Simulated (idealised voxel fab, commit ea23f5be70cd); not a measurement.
Proc. module: voxel wiring stack
For reference, the cross-section in this document is cut, with width 260 nm and square cells of 5 nm.
Reading order for cross-sections: top band down to bottom band. Underlying form: a grid of square cells. Band size: one or more rows of cells.
Basically the band line says how high the top is and how high the bottom is, in nm, and then what's in it from left to right, every material with its width in nm. Empty space shows up as "air", and if a single material carries "everywhere" it runs the full band edge to edge.
It should be noted that heights are counted from 0, beneath which the wafer as supplied is of one material throughout, and that the lowest band possesses no lower boundary but continues downward, as written in "0 and below".
A two-number width, for instance "30..40", indicates that the width is equal to the first number in the top row of the band and to the second number in the bottom row, and that it changes by a constant amount per row of cells.
Given "remains unaltered" for a step, no cell of the cross-section differs between before and after that step.
"Closed void listing" specifies each empty space that is not open to the top and that occupies no fewer than 8 cells, using the form width x height at distance, the distance measured from the left edge and all three quantities in nm.
On a step's line, text after the settings is the simulator commenting on that step.
overlay nm: for a step with a mask, the amount by which the mask lay right of where it was planned; a negative amount means left of it.

**Process steps (planned)**
1 RECEIVE: material Si
2 CONFORMAL_DEP: material SiO2, thk nm 15
3 DIRECTIONAL_DEP: material TiN, thk nm 5
4 DIRECTIONAL_DEP: material Ru, thk nm 25
5 PATTERN: tone cover, mask id METAL_1, material resist, width nm 30, pitch nm 45, thk nm 15, overlay nm 0
6 DIRECTIONAL_ETCH: etch materials Ru, depth nm 25
7 DIRECTIONAL_ETCH: etch materials TiN, depth nm 5
8 STRIP: etch materials resist
9 CONFORMAL_DEP: material SiCN, thk nm 5
10 FILL_DEP: material SiO2, thk nm 5
11 CMP: height nm 45
12 CONFORMAL_DEP: material SiCN, thk nm 5
13 DIRECTIONAL_DEP: material lowk, thk nm 20
14 MASKED_ETCH: tone open, mask id PLUG_1, width nm 15, pitch nm 90, etch materials lowk, depth nm 20, overlay nm 0
15 MASKED_ETCH: tone open, mask id PLUG_1, width nm 15, pitch nm 90, etch materials SiCN, depth nm 5, overlay nm 0
16 EPI: material Ru, thk nm 10
17 EPI: material Ru, thk nm 10
18 EPI: material Ru, thk nm 5
19 CONFORMAL_DEP: material SiN, thk nm 5
20 DIRECTIONAL_DEP: material SiO2, thk nm 25
21 DIRECTIONAL_DEP: material aC, thk nm 15
22 PATTERN: tone open, mask id METAL_2, material resist, width nm 30, pitch nm 45, thk nm 35, overlay nm 0
23 DIRECTIONAL_ETCH: etch materials aC, depth nm 15
24 STRIP: etch materials resist
25 DIRECTIONAL_ETCH: etch materials SiO2, depth nm 25
26 DIRECTIONAL_ETCH: etch materials SiN, depth nm 5
27 STRIP: etch materials aC
28 CONFORMAL_DEP: material TiN, thk nm 5
29 FILL_DEP: material Ru, thk nm 10
30 CMP: height nm 100
31 EPI: material Ru, thk nm 5
32 FILL_DEP: material SiCN, thk nm 5
33 DIRECTIONAL_DEP: material lowk, thk nm 25
34 PATTERN: tone open, mask id METAL_3, material resist, width nm 30, pitch nm 45, thk nm 20, overlay nm 0
35 DIRECTIONAL_ETCH: etch materials lowk, depth nm 15
36 STRIP: etch materials resist
37 DIRECTIONAL_DEP: material aC, thk nm 15
38 PATTERN: tone open, mask id METAL_3_HOLES, material resist, width nm 15, pitch nm 45, thk nm 30, overlay nm 0
39 DIRECTIONAL_ETCH: etch materials aC, depth nm 15
40 STRIP: etch materials resist
41 DIRECTIONAL_ETCH: etch materials lowk, depth nm 10
42 DIRECTIONAL_ETCH: etch materials SiCN, depth nm 5
43 STRIP: etch materials aC
44 CONFORMAL_DEP: material TiN, thk nm 5
45 FILL_DEP: material Cu, thk nm 5
46 CMP: height nm 135
47 CONFORMAL_DEP: material SiN, thk nm 5

**Cross-section of the wafer at receipt, which is the condition after step 1**
- 0 and below: Si everywhere
- Closed void listing: none

**This is how the wafer looks in cross-section once the module is done, given the starting state and plan above and one mistake in carrying the plan out**
- 140 down to 135: SiN everywhere
- 135 down to 125: lowk=70; TiN=5; Cu=20; TiN=5; lowk=15; TiN=5; Cu=20; TiN=5; lowk=15; TiN=5; Cu=20; TiN=5; lowk=70
- 125 down to 120: lowk=70; TiN=5; Cu=5; TiN=20; lowk=15; TiN=5; Cu=5; TiN=20; lowk=15; TiN=5; Cu=5; TiN=20; lowk=70
- 120 down to 110: lowk=70; TiN=5; Cu=5; TiN=5; lowk=30; TiN=5; Cu=5; TiN=5; lowk=30; TiN=5; Cu=5; TiN=5; lowk=85
- 110 down to 105: SiCN=70; TiN=15; SiCN=30; TiN=15; SiCN=30; TiN=15; SiCN=85
- 105 down to 100: SiCN=65; Ru=40; SiCN=5; Ru=40; SiCN=5; Ru=40; SiCN=65
- 100 down to 75: SiO2=70; TiN=5; Ru=20; TiN=5; SiO2=15; TiN=5; Ru=20; TiN=5; SiO2=15; TiN=5; Ru=20; TiN=5; SiO2=70
- 75 down to 70: SiN=70; TiN=30; SiN=15; TiN=30; SiN=15; TiN=30; SiN=70
- 70 down to 50: lowk=70; Ru=15; lowk=75; Ru=15; lowk=85
- 50 down to 45: SiCN=70; Ru=15; SiCN=75; Ru=15; SiCN=85
- 45 down to 20: SiO2=70; SiCN=5; Ru=25; SiCN=5; SiO2=10; SiCN=5; Ru=25; SiCN=5; SiO2=10; SiCN=5; Ru=25; SiCN=5; SiO2=65
- 20 down to 15: SiCN=75; TiN=25; SiCN=20; TiN=25; SiCN=20; TiN=25; SiCN=70
- 15 down to 0: SiO2 everywhere
- 0 and below: Si everywhere
- Closed void listing: none
Against the plan, the run slipped here: step 5 ran with different settings than intended, the actual operation and settings being PATTERN: tone cover, mask id METAL_1, material resist, width nm 25, pitch nm 45, thk nm 15, overlay nm 0
